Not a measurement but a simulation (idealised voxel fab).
Documented hereafter: the process module known as voxel transistor to metal.
Pictured: cross-section cut, 285 nm wide, on a grid of 5 nm square cells.
Think of the cross-section as a grid of square cells. We describe it in bands, top to bottom, and each band covers one or more rows of those cells. Band entry format. Leading values: height of top, height of bottom, nm. Remainder: materials in left-to-right order, each with its width in nm. Special words: "throughout" on a single material, which then fills the band edge to edge; "empty", empty space. Basically, 0 is our baseline, since under it the wafer straight out of the box is all one material. The bottom band has no lower end and keeps on going down, so it looks like "0 down". Think of "30->40" as a width that walks from the first number to the second as you go down the band, top row to bottom row, taking equal-sized steps from row to row. Reading "no change" for a step: not a cell of the cross-section changed in it. Look at "Closed void register" for the closed voids: empty spaces with no open path to the top, sized 8 cells or up. Each is width x height at distance, distance from the left edge, all nm. after a step's settings: what the simulator itself notes on the step. overlay nm: on a step with a mask, how far right of its planned place the mask lay; negative means left.

-- So here's the lineup of process steps we planned
step 1: RECEIVE, material Si
step 2: OXIDIZE, depth nm 5
step 3: CONFORMAL_DEP, material SiN, thk nm 10
step 4: DIRECTIONAL_DEP, material aC, thk nm 10
step 5: PATTERN, tone cover, mask id ACTIVE, material resist, width nm 95, pitch nm 115, thk nm 30, overlay nm 0
step 6: DIRECTIONAL_ETCH, etch materials aC, depth nm 10
step 7: STRIP, etch materials resist
step 8: DIRECTIONAL_ETCH, etch materials SiN, depth nm 10
step 9: DIRECTIONAL_ETCH, etch materials SiO2, depth nm 5
step 10: DIRECTIONAL_ETCH, etch materials Si, depth nm 30
step 11: STRIP, etch materials aC
step 12: FILL_DEP, material SiO2, thk nm 10
step 13: CMP, height nm 10
step 14: SELECTIVE_ETCH, etch materials SiO2, depth nm 10
step 15: STRIP, etch materials SiN
step 16: SELECTIVE_ETCH, etch materials SiO2, depth nm 5
step 17: OXIDIZE, depth nm 5
step 18: DIRECTIONAL_DEP, material polySi, thk nm 25
step 19: DIRECTIONAL_DEP, material SiCN, thk nm 10
step 20: DIRECTIONAL_DEP, material aC, thk nm 15
step 21: PATTERN, tone cover, mask id GATE, material resist, width nm 15, pitch nm 115, thk nm 30, overlay nm 0
step 22: DIRECTIONAL_ETCH, etch materials aC, depth nm 15
step 23: STRIP, etch materials resist
step 24: DIRECTIONAL_ETCH, etch materials SiCN, depth nm 20
step 25: DIRECTIONAL_ETCH, etch materials polySi, depth nm 35
step 26: STRIP, etch materials aC
step 27: CONFORMAL_DEP, material SiO2, thk nm 5
step 28: DIRECTIONAL_ETCH, etch materials SiO2, depth nm 5
step 29: CONFORMAL_DEP, material SiN, thk nm 10
step 30: DIRECTIONAL_ETCH, etch materials SiN, depth nm 10
step 31: DIRECTIONAL_ETCH, etch materials SiO2, depth nm 5
step 32: EPI, material nSi, thk nm 5
step 33: FILL_DEP, material SiO2, thk nm 10
step 34: CMP, height nm 30
step 35: DIRECTIONAL_DEP, material SiO2, thk nm 10
step 36: DIRECTIONAL_DEP, material aC, thk nm 10
step 37: PATTERN, tone open, mask id CONTACT, material resist, width nm 25, thk nm 25, overlay nm 0
step 38: DIRECTIONAL_ETCH, etch materials aC, depth nm 10
step 39: STRIP, etch materials resist
step 40: DIRECTIONAL_ETCH, etch materials SiO2, depth nm 45
step 41: STRIP, etch materials aC
step 42: CONFORMAL_DEP, material TiN, thk nm 5
step 43: FILL_DEP, material W, thk nm 10
step 44: CMP, height nm 40
step 45: CONFORMAL_DEP, material SiN, thk nm 5
step 46: DIRECTIONAL_DEP, material lowk, thk nm 25
step 47: PATTERN, tone open, mask id METAL_1, material resist, width nm 15, thk nm 20, overlay nm 0
step 48: DIRECTIONAL_ETCH, etch materials lowk, depth nm 25
step 49: DIRECTIONAL_ETCH, etch materials SiN, depth nm 5
step 50: STRIP, etch materials resist
step 51: CONFORMAL_DEP, material TiN, thk nm 5
step 52: FILL_DEP, material Cu, thk nm 10
step 53: CMP, height nm 70
step 54: CONFORMAL_DEP, material SiN, thk nm 5

-- Here's what the wafer looked like in cross-section when it arrived - that's after step 1
- 0 down  Si throughout
- Closed void register: none

-- End-of-module cross-section of the first of two wafers, processed as planned
- 75 to 70  SiN throughout
- 70 to 45  lowk=45; TiN=5; Cu=5; TiN=5; lowk=45; TiN=5; Cu=5; TiN=5; lowk=40; TiN=5; Cu=5; TiN=5; lowk=45; TiN=5; Cu=5; TiN=5; lowk=50
- 45 to 40  SiN=45; TiN=15; SiN=45; TiN=15; SiN=40; TiN=15; SiN=45; TiN=15; SiN=50
- 40 to 30  SiO2=45; TiN=5; W=15->5; TiN=5->15; SiO2=25; TiN=5->15; W=15->5; TiN=5; SiO2=40; TiN=5; W=15->5; TiN=5->15; SiO2=25; TiN=5->15; W=15->5; TiN=5; SiO2=50
- 30 to 20  SiO2=45; TiN=5; W=5; TiN=5; SiN=10; SiO2=5; SiCN=15; SiO2=5; SiN=10; TiN=5; W=5; TiN=5; SiO2=40; TiN=5; W=5; TiN=5; SiN=10; SiO2=5; SiCN=15; SiO2=5; SiN=10; TiN=5; W=5; TiN=5; SiO2=50
- 20 to 0  SiO2=45; TiN=5; W=5; TiN=5; SiN=10; SiO2=5; polySi=15; SiO2=5; SiN=10; TiN=5; W=5; TiN=5; SiO2=40; TiN=5; W=5; TiN=5; SiN=10; SiO2=5; polySi=15; SiO2=5; SiN=10; TiN=5; W=5; TiN=5; SiO2=50
- 0 to -5  SiO2=45; TiN=15; SiN=10; SiO2=5; polySi=15; SiO2=5; SiN=10; TiN=15; SiO2=40; TiN=15; SiN=10; SiO2=5; polySi=15; SiO2=5; SiN=10; TiN=15; SiO2=50
- -5 to -10  SiO2=30; nSi=30; SiO2=45; nSi=30; SiO2=10; nSi=30; SiO2=45; nSi=30; SiO2=35
- -10 to -35  SiO2=35; Si=95; SiO2=20; Si=95; SiO2=40
- -35 down  Si throughout
- Closed void register: none

-- Here is the second of the two wafers cut open at the end of the module - same start, same plan as the first one, but we made one mistake running it
- 75 to 70  SiN throughout
- 70 to 45  lowk=45; TiN=5; Cu=5; TiN=5; lowk=45; TiN=5; Cu=5; TiN=5; lowk=40; TiN=5; Cu=5; TiN=5; lowk=45; TiN=5; Cu=5; TiN=5; lowk=50
- 45 to 40  SiN=45; TiN=15; SiN=45; TiN=15; SiN=40; TiN=15; SiN=45; TiN=15; SiN=50
- 40 to 30  SiO2=45; TiN=5; W=15->5; TiN=5->15; SiO2=25; TiN=5->15; W=15->5; TiN=5; SiO2=40; TiN=5; W=15->5; TiN=5->15; SiO2=25; TiN=5->15; W=15->5; TiN=5; SiO2=50
- 30 to 25  SiO2=45; TiN=5; W=5; TiN=5; SiN=10; SiO2=5; SiCN=15; SiO2=5; SiN=10; TiN=5; W=5; TiN=5; SiO2=40; TiN=5; W=5; TiN=5; SiN=10; SiO2=5; SiCN=15; SiO2=5; SiN=10; TiN=5; W=5; TiN=5; SiO2=50
- 25 to 5  SiO2=45; TiN=5; W=5; TiN=5; SiN=10; SiO2=5; polySi=15; SiO2=5; SiN=10; TiN=5; W=5; TiN=5; SiO2=40; TiN=5; W=5; TiN=5; SiN=10; SiO2=5; polySi=15; SiO2=5; SiN=10; TiN=5; W=5; TiN=5; SiO2=50
- 5 to 0  SiO2=45; TiN=15; SiN=10; SiO2=5; polySi=15; SiO2=5; SiN=10; TiN=15; SiO2=40; TiN=15; SiN=10; SiO2=5; polySi=15; SiO2=5; SiN=10; TiN=15; SiO2=50
- 0 to -5  SiO2=25; SiN=10; SiO2=5; nSi=20; SiO2=45; nSi=20; SiO2=5; SiN=20; SiO2=5; nSi=20; SiO2=45; nSi=20; SiO2=5; SiN=10; SiO2=30
- -5 to -10  SiO2=45; Si=75; SiO2=40; Si=75; SiO2=50
- -10 to -35  SiO2=35; Si=95; SiO2=20; Si=95; SiO2=40
- -35 down  Si throughout
- Closed void register: none
Heads up, the wafer didn't run the way we planned it: step 15 ran in the slot meant for step 16, and vice versa
Final cells, second wafer relative to first, materials higher or lower: 30 more of Si | 6 fewer of SiCN | 4 fewer of SiO2 | 8 fewer of TiN | 4 fewer of W | 8 fewer of nSi
